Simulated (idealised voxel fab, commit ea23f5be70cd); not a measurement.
Name of the process module below: voxel capacitor over wiring
This is section cut - it's 240 nm across, gridded in 5 nm square cells.
Each cross-section below is a grid of square cells, stated as bands in top-down order, with one or more rows of cells making up each band. It is stipulated that each band's entry specify, in nanometres, the height of the top of the band and then that of its bottom, followed by the materials of the band in left-to-right sequence, each together with its width in nanometres. A single material marked by the word "everywhere" is understood to fill the band from edge to edge; the word "blank" is understood to denote empty space. Height 0 is the level under which the wafer as received is all one material. The lowest band goes on downwards, as in "0 down". It should be noted that a width expressed as "30..40" varies in equal increments from row to row of cells within the band, taking the value of the first number at the top row and that of the second number at the bottom row. "stayed the same" after a step means that no cell of the cross-section changed. Heads up: "Closed void register" only lists the empty pockets with no open path to the top that are 8 cells or more, and it writes them as width x height at distance, distance from the left edge, in nm. Post-settings text on a step line: simulator's own remark regarding the step. For masked steps, "overlay nm" on the step line gives how far right of plan the mask actually lay; a minus sign means it lay to the left.
## So here's the lineup of process steps we planned
1: RECEIVE | material Si
2: CONFORMAL_DEP | material SiO2 | thk nm 15
3: CONFORMAL_DEP | material SiCN | thk nm 5
4: DIRECTIONAL_DEP | material lowk | thk nm 15
5: PATTERN | tone open | mask id METAL_1 | material resist | width nm 20 | pitch nm 70 | thk nm 20 | overlay nm 0
6: DIRECTIONAL_ETCH | etch materials lowk | depth nm 15
7: DIRECTIONAL_ETCH | etch materials SiCN | depth nm 5
8: STRIP | etch materials resist
9: CONFORMAL_DEP | material TiN | thk nm 5
10: FILL_DEP | material Cu | thk nm 10
11: CMP | height nm 35
12: CONFORMAL_DEP | material SiCN | thk nm 5
13: DIRECTIONAL_DEP | material lowk | thk nm 15
14: MASKED_ETCH | tone open | mask id PLUG_1 | width nm 15 | etch materials lowk | depth nm 15 | overlay nm 0
15: MASKED_ETCH | tone open | mask id PLUG_1 | width nm 15 | etch materials SiCN | depth nm 5 | overlay nm 0
16: CONFORMAL_DEP | material TiN | thk nm 5
17: FILL_DEP | material Cu | thk nm 10
18: CMP | height nm 55
19: DIRECTIONAL_DEP | material TiN | thk nm 5
20: DIRECTIONAL_DEP | material HfO2 | thk nm 5
21: DIRECTIONAL_DEP | material TiN | thk nm 5
22: PATTERN | tone cover | mask id UPPER_PLATE | material resist | width nm 55 | thk nm 15 | overlay nm 0
23: DIRECTIONAL_ETCH | etch materials TiN | depth nm 5
24: DIRECTIONAL_ETCH | etch materials HfO2 | depth nm 5
25: STRIP | etch materials resist
26: DIRECTIONAL_DEP | material aC | thk nm 15
27: PATTERN | tone cover | mask id LOWER_PLATE | material resist | width nm 65 | thk nm 30 | overlay nm 0
28: DIRECTIONAL_ETCH | etch materials aC | depth nm 15
29: STRIP | etch materials resist
30: DIRECTIONAL_ETCH | etch materials TiN | depth nm 5
31: STRIP | etch materials aC
32: FILL_DEP | material SiO2 | thk nm 15
33: CMP | height nm 80
34: MASKED_ETCH | tone open | mask id PLUG_2 | width nm 15 | etch materials SiO2 | depth nm 10 | overlay nm 0
35: CONFORMAL_DEP | material TiN | thk nm 5
36: FILL_DEP | material Ru | thk nm 10
37: CMP | height nm 80
38: CONFORMAL_DEP | material SiN | thk nm 5
## As received (post step 1): cross-section
	0 down  Si everywhere
	Closed void register: none
## End-of-module XS, first of two wafers, run as planned
	85 to 80  SiN everywhere
	80 to 75  SiO2 90 nm, TiN 5 nm, Ru 5 nm, TiN 5 nm, SiO2 135 nm
	75 to 65  SiO2 90..80 nm, TiN 15..55 nm, SiO2 135..105 nm
	65 to 60  SiO2 80 nm, HfO2 55 nm, SiO2 105 nm
	60 to 55  SiO2 75 nm, TiN 65 nm, SiO2 100 nm
	55 to 40  lowk 80 nm, TiN 5 nm, Cu 5 nm, TiN 5 nm, lowk 145 nm
	40 to 35  SiCN 80 nm, TiN 15 nm, SiCN 145 nm
	35 to 20  lowk 75 nm, TiN 5 nm, Cu 10 nm, TiN 5 nm, lowk 50 nm, TiN 5 nm, Cu 10 nm, TiN 5 nm, lowk 75 nm
	20 to 15  SiCN 75 nm, TiN 20 nm, SiCN 50 nm, TiN 20 nm, SiCN 75 nm
	15 to 0  SiO2 everywhere
	0 down  Si everywhere
	Closed void register: none
## Cross-section, wafer two of two, end of module: same start and plan as wafer one, one error in execution
	85 to 80  SiN everywhere
	80 to 75  SiO2 90 nm, SiCN 5 nm, Ru 5 nm, SiCN 5 nm, SiO2 135 nm
	75 to 70  SiO2 90 nm, SiCN 15 nm, SiO2 135 nm
	70 to 65  SiO2 80 nm, TiN 55 nm, SiO2 105 nm
	65 to 60  SiO2 80 nm, HfO2 55 nm, SiO2 105 nm
	60 to 55  SiO2 75 nm, TiN 65 nm, SiO2 100 nm
	55 to 40  lowk 80 nm, TiN 5 nm, Cu 5 nm, TiN 5 nm, lowk 145 nm
	40 to 35  SiCN 80 nm, TiN 15 nm, SiCN 145 nm
	35 to 20  lowk 75 nm, TiN 5 nm, Cu 10 nm, TiN 5 nm, lowk 50 nm, TiN 5 nm, Cu 10 nm, TiN 5 nm, lowk 75 nm
	20 to 15  SiCN 75 nm, TiN 20 nm, SiCN 50 nm, TiN 20 nm, SiCN 75 nm
	15 to 0  SiO2 everywhere
	0 down  Si everywhere
	Closed void register: none
What went wrong in running the wafer? off-plan run, step 35, actual operation and settings CONFORMAL_DEP | material SiCN | thk nm 5
Materials where the second wafer ends with more or fewer cells than the first: SiCN: 5 more | TiN: 5 fewer
